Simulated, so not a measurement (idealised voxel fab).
Process module heading - voxel fin reveal
We display cut, a cross-section 250 nm in width whose square cells are each 5 nm.
In what follows, cross-sections appear as grids of square cells, described through bands that run from the top down, where every band is one or more rows of cells. What a band's entry tells you: where the top is and where the bottom is, as heights in nm, and after that what lies inside, material by material from left to right, each with its width in nm. Empty space is written as the word "blank", and a single material marked with the word "everywhere" occupies the band from edge to edge. Convention: height 0 is the level below which the wafer, as received, is all one material. The lowest band does not terminate at the bottom but continues downward, represented as "z 0 and below". A width given as "30 to 40" starts at the first number in the band's top row and ends at the second number in its bottom row, shifting by an equal amount at every step from row to row. For the purposes of this document, the phrase "no change" attached to a step denotes that no cell within the cross-section was modified by that step. Reported under the label "closed voids" are the empty spaces having no open way to the top and comprising 8 cells or more; the notation for each is width x height at distance, in which the distance is measured from the left edge and all three values are in nm. Where a step's line continues beyond its settings, the continuation is a remark by the simulator itself on that step. What "overlay nm" on a step's line means: if the step has a mask, that mask lay this far to the right of its planned place, or, when the value is negative, to the left.

# Steps in the process plan
| 1 | RECEIVE: material Si |
| 2 | CONFORMAL_DEP: material SiN, thk nm 10 |
| 3 | DIRECTIONAL_DEP: material aC, thk nm 10 |
| 4 | PATTERN: tone cover, mask id FINS, material resist, width nm 15, pitch nm 40, thk nm 30, overlay nm 0 |
| 5 | DIRECTIONAL_ETCH: etch materials aC, depth nm 10 |
| 6 | STRIP: etch materials resist |
| 7 | DIRECTIONAL_ETCH: etch materials SiN, depth nm 10 |
| 8 | DIRECTIONAL_ETCH: etch materials Si, depth nm 40 |
| 9 | STRIP: etch materials aC |
| 10 | FILL_DEP: material SiO2, thk nm 10 |
| 11 | CMP: height nm 10 |
| 12 | SELECTIVE_ETCH: etch materials SiO2, depth nm 30 |
| 13 | STRIP: etch materials SiN |

# Shown in cross-section is the wafer as received, that is, as it stands after step 1
  z 0 and below: Si everywhere
  closed voids: none

# Sectioned view, first of two wafers, at the close of the module, processed as intended in the plan
  z 0 to -20: 75 of blank, then 15 of Si, then 25 of blank, then 15 of Si, then 25 of blank, then 15 of Si, then 80 of blank
  z -20 to -40: 75 of SiO2, then 15 of Si, then 25 of SiO2, then 15 of Si, then 25 of SiO2, then 15 of Si, then 80 of SiO2
  z -40 and below: Si everywhere
  closed voids: none

# Module end: cross-section of wafer two of two. Same start and process plan as the first wafer. One mistake during execution
  z 0 to -20: 75 of Si, then 15 of blank, then 25 of Si, then 15 of blank, then 25 of Si, then 15 of blank, then 80 of Si
  z -20 to -40: 75 of Si, then 15 of SiO2, then 25 of Si, then 15 of SiO2, then 25 of Si, then 15 of SiO2, then 80 of Si
  z -40 and below: Si everywhere
  closed voids: none
Error vs. plan: step 4 was processed under conditions differing from the plan, specifically as PATTERN: tone open, mask id FINS, material resist, width nm 15, pitch nm 40, thk nm 30, overlay nm 0
Materials where the second wafer ends with more or fewer cells than the first: Si: 256 more, SiO2: 128 fewer
